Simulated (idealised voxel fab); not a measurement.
process module | voxel capacitor over wiring
cross-section cut | 300 nm wide | cells 5 nm
A cross-section is a grid of square cells, given in bands from the top down. A band is one or more rows of cells.
Each band's line starts with the height of the band's top and of its bottom, in nm. Then come its materials from left to right, each with its width in nm. One material with "throughout" fills the band from edge to edge. "air" is empty space.
Height 0 is the level under which the wafer as received is all one material. The lowest band goes on downwards, as in "0 down".
A width such as "30 to 40" changes by the same amount from each row of cells to the next, from the band's top row to its bottom row.
"no change" after a step means that no cell of the cross-section changed.
closed voids: empty space of 8 cells or more with no open way to the top, each as width x height at its distance from the left edge, in nm
after a step's settings: what the simulator itself notes on the step
overlay nm, on a step with a mask: how far to the right of its planned place the mask lay; to the left if negative
plan
1 op RECEIVE | material Si
2 op CONFORMAL_DEP | material SiO2 | thk nm 10
3 op CONFORMAL_DEP | material SiN | thk nm 5
4 op DIRECTIONAL_DEP | material SiO2 | thk nm 20
5 op DIRECTIONAL_DEP | material aC | thk nm 10
6 op PATTERN | tone open | mask id METAL_1 | material resist | width nm 15 | pitch nm 75 | thk nm 30 | overlay nm 0
7 op DIRECTIONAL_ETCH | etch materials aC | depth nm 10
8 op STRIP | etch materials resist
9 op DIRECTIONAL_ETCH | etch materials SiO2 | depth nm 20
10 op DIRECTIONAL_ETCH | etch materials SiN | depth nm 5
11 op STRIP | etch materials aC
12 op CONFORMAL_DEP | material TiN | thk nm 5
13 op FILL_DEP | material Cu | thk nm 10
14 op CMP | height nm 35
15 op CONFORMAL_DEP | material SiCN | thk nm 5
16 op DIRECTIONAL_DEP | material lowk | thk nm 10
17 op DIRECTIONAL_DEP | material aC | thk nm 10
18 op PATTERN | tone open | mask id PLUG_1 | material resist | width nm 15 | thk nm 30 | overlay nm 0
19 op DIRECTIONAL_ETCH | etch materials aC | depth nm 10
20 op STRIP | etch materials resist
21 op DIRECTIONAL_ETCH | etch materials lowk | depth nm 10
22 op DIRECTIONAL_ETCH | etch materials SiCN | depth nm 5
23 op STRIP | etch materials aC
24 op CONFORMAL_DEP | material TiN | thk nm 5
25 op FILL_DEP | material W | thk nm 10
26 op CMP | height nm 50
27 op DIRECTIONAL_DEP | material TiN | thk nm 10
28 op DIRECTIONAL_DEP | material Al2O3 | thk nm 5
29 op DIRECTIONAL_DEP | material TiN | thk nm 10
30 op MASKED_ETCH | tone cover | mask id UPPER_PLATE | width nm 60 | etch materials TiN | depth nm 10 | overlay nm 0
31 op MASKED_ETCH | tone cover | mask id UPPER_PLATE | width nm 60 | etch materials Al2O3 | depth nm 5 | overlay nm 0
32 op MASKED_ETCH | tone cover | mask id LOWER_PLATE | width nm 70 | etch materials TiN | depth nm 10 | overlay nm 0
33 op FILL_DEP | material SiO2 | thk nm 15
34 op CMP | height nm 85
35 op MASKED_ETCH | tone open | mask id PLUG_2 | width nm 15 | etch materials SiO2 | depth nm 10 | overlay nm 0
36 op CONFORMAL_DEP | material TiN | thk nm 5
37 op FILL_DEP | material Cu | thk nm 10
38 op CMP | height nm 85
39 op CONFORMAL_DEP | material SiN | thk nm 5
varied across the wafers: width nm of step 6. The plan shows the first wafer's value. All wafers start alike
first wafer as received, after step 1
  0 down: Si throughout
  closed voids: none
each wafer at the end: cells of each material gained (+) or lost (-) since it was received, then its closed voids
width nm 15 | +12 Al2O3 | +9 Cu | +57 SiCN | +114 SiN | +686 SiO2 | +86 TiN | +2 W | +114 lowk | closed voids: none
width nm 20 | +12 Al2O3 | +17 Cu | +57 SiCN | +112 SiN | +678 SiO2 | +88 TiN | +2 W | +114 lowk | closed voids: none
width nm 25 | +12 Al2O3 | +25 Cu | +57 SiCN | +110 SiN | +670 SiO2 | +90 TiN | +2 W | +114 lowk | closed voids: none
width nm 30 | +12 Al2O3 | +33 Cu | +57 SiCN | +108 SiN | +662 SiO2 | +92 TiN | +2 W | +114 lowk | closed voids: none
width nm 35 | +12 Al2O3 | +41 Cu | +57 SiCN | +106 SiN | +654 SiO2 | +94 TiN | +2 W | +114 lowk | closed voids: none
